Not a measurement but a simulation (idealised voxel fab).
process module | voxel self aligned contacts
cross-section cut | 165 nm wide | cells 5 nm
A cross-section is a grid of square cells, given in bands from the top down. A band is one or more rows of cells.
Each band's line starts with the height of the band's top and of its bottom, in nm. Then come its materials from left to right, each with its width in nm. One material with "throughout" fills the band from edge to edge. "air" is empty space.
Height 0 is the level under which the wafer as received is all one material. The lowest band goes on downwards, as in "0 down".
A width such as "30 to 40" changes by the same amount from each row of cells to the next, from the band's top row to its bottom row.
"no change" after a step means that no cell of the cross-section changed.
closed voids: empty space of 8 cells or more with no open way to the top, each as width x height at its distance from the left edge, in nm
after a step's settings: what the simulator itself notes on the step
overlay nm, on a step with a mask: how far to the right of its planned place the mask lay; to the left if negative
plan
1 op RECEIVE | material Si
2 op OXIDIZE | depth nm 5
3 op DIRECTIONAL_DEP | material polySi | thk nm 30
4 op DIRECTIONAL_DEP | material SiN | thk nm 15
5 op PATTERN | tone cover | mask id GATE | material resist | width nm 30 | pitch nm 60 | thk nm 15 | overlay nm 0
6 op DIRECTIONAL_ETCH | etch materials SiN | depth nm 15
7 op DIRECTIONAL_ETCH | etch materials polySi | depth nm 30
8 op STRIP | etch materials resist
9 op CONFORMAL_DEP | material SiN | thk nm 5
10 op DIRECTIONAL_ETCH | etch materials SiN | depth nm 5
11 op FILL_DEP | material SiO2 | thk nm 20
12 op CMP | height nm 55
13 op PATTERN | tone open | mask id CONTACT | material resist | width nm 40 | thk nm 15 | overlay nm 0
14 op DIRECTIONAL_ETCH | etch materials SiO2 | depth nm 60
15 op STRIP | etch materials resist
16 op CONFORMAL_DEP | material TiN | thk nm 5
17 op FILL_DEP | material Ru | thk nm 10
18 op CMP | height nm 55
19 op CONFORMAL_DEP | material SiN | thk nm 5
as received, after step 1
  0 down: Si throughout
  closed voids: none
first wafer at the end, as planned
  60 to 55: SiN throughout
  55 to 45: SiO2 60 | TiN 5 to 15 | Ru 30 to 10 | TiN 5 to 15 | SiO2 65
  45 to 30: SiO2 30 | SiN 40 | TiN 5 | Ru 10 | TiN 5 | SiN 40 | SiO2 35
  30 to 0: SiO2 30 | SiN 5 | polySi 30 | SiN 5 | TiN 5 | Ru 10 | TiN 5 | SiN 5 | polySi 30 | SiN 5 | SiO2 35
  0 to -5: SiO2 70 | TiN 20 | SiO2 75
  -5 down: Si throughout
  closed voids: none
second wafer at the end: like start, like plan, one mistake
  55 to 50: SiN throughout
  50 to 45: SiO2 60 | TiN 15 | Ru 10 | TiN 15 | SiO2 65
  45 to 30: SiO2 30 | SiN 40 | TiN 5 | Ru 10 | TiN 5 | SiN 40 | SiO2 35
  30 to 0: SiO2 30 | SiN 5 | polySi 30 | SiN 5 | TiN 5 | Ru 10 | TiN 5 | SiN 5 | polySi 30 | SiN 5 | SiO2 35
  0 to -5: SiO2 70 | TiN 20 | SiO2 75
  -5 down: Si throughout
  closed voids: none
what went wrong: step 18 ran as: op CMP | height nm 50
at the end the second wafer has, in cells: 6 fewer of Ru | 25 fewer of SiO2 | 2 fewer of TiN
